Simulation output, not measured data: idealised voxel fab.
Herein follows the process module entitled voxel double patterning.
Shown is cross-section cut, with a width of 265 nm and square cells of size 5 nm.
Think of the cross-section as a grid of square cells. We describe it in bands, top to bottom, and each band covers one or more rows of those cells.
Per band: top height and bottom height in nm, followed by the left-to-right materials and their widths in nm; "edge to edge" marks a single material spanning edge to edge, "empty" marks empty space.
Below 0: as-received wafer, all one material; heights counted from there. Lowest band: no bottom, goes on down, written "0 down".
The width entry "30..40" should be interpreted row by row: the top row of cells in the band takes the first number, the bottom row takes the second number, and the change between adjacent rows is uniform throughout.
Given "everything unchanged" for a step, no cell of the cross-section differs between before and after that step.
You'll see "Enclosed void catalog" listing empty spaces that have no way open to the top, as long as they're 8 cells or more; the notation is width x height at distance, where the distance is from the left edge, and all of it is in nm.
Anything after a step's settings on that line? It's the simulator's own note about the step.
Steps that use a mask can have "overlay nm" on their line. It says how far the mask sat to the right of where it was meant to be. Negative means to the left.
-- Steps planned for the process
step 1: RECEIVE | material Si
step 2: CONFORMAL_DEP | material SiO2 | thk nm 10
step 3: DIRECTIONAL_DEP | material W | thk nm 15
step 4: DIRECTIONAL_DEP | material SiCN | thk nm 10
step 5: MASKED_ETCH | tone open | mask id FIRST | width nm 15 | pitch nm 50 | etch materials SiCN | depth nm 10 | overlay nm 0
step 6: PATTERN | tone open | mask id SECOND | material resist | width nm 15 | thk nm 15 | overlay nm 0
step 7: DIRECTIONAL_ETCH | etch materials SiCN | depth nm 10
step 8: STRIP | etch materials resist
step 9: DIRECTIONAL_ETCH | etch materials W | depth nm 15
step 10: STRIP | etch materials SiCN
-- Cross-section of the wafer upon arrival, representing the state reached after step 1
* 0 down  Si edge to edge
* Enclosed void catalog: none
-- First wafer of two, sectioned at end of module; run went per plan
* 25 to 10  W=100, empty=15, W=10, empty=15, W=10, empty=15, W=100
* 10 to 0  SiO2 edge to edge
* 0 down  Si edge to edge
* Enclosed void catalog: none
-- Second wafer of the two, sectioned at the end of the module. It began like the first and followed the same plan, but one mistake was made while running it
* 25 to 10  W=95, empty=25, W=5, empty=15, W=5, empty=25, W=95
* 10 to 0  SiO2 edge to edge
* 0 down  Si edge to edge
* Enclosed void catalog: none
Want to know what went wrong? not per plan at step 5, really ran MASKED_ETCH | tone open | mask id FIRST | width nm 25 | pitch nm 50 | etch materials SiCN | depth nm 10 | overlay nm 0
The closing comparison, in cells, has the second wafer with more or fewer of some materials than the first: -12 W
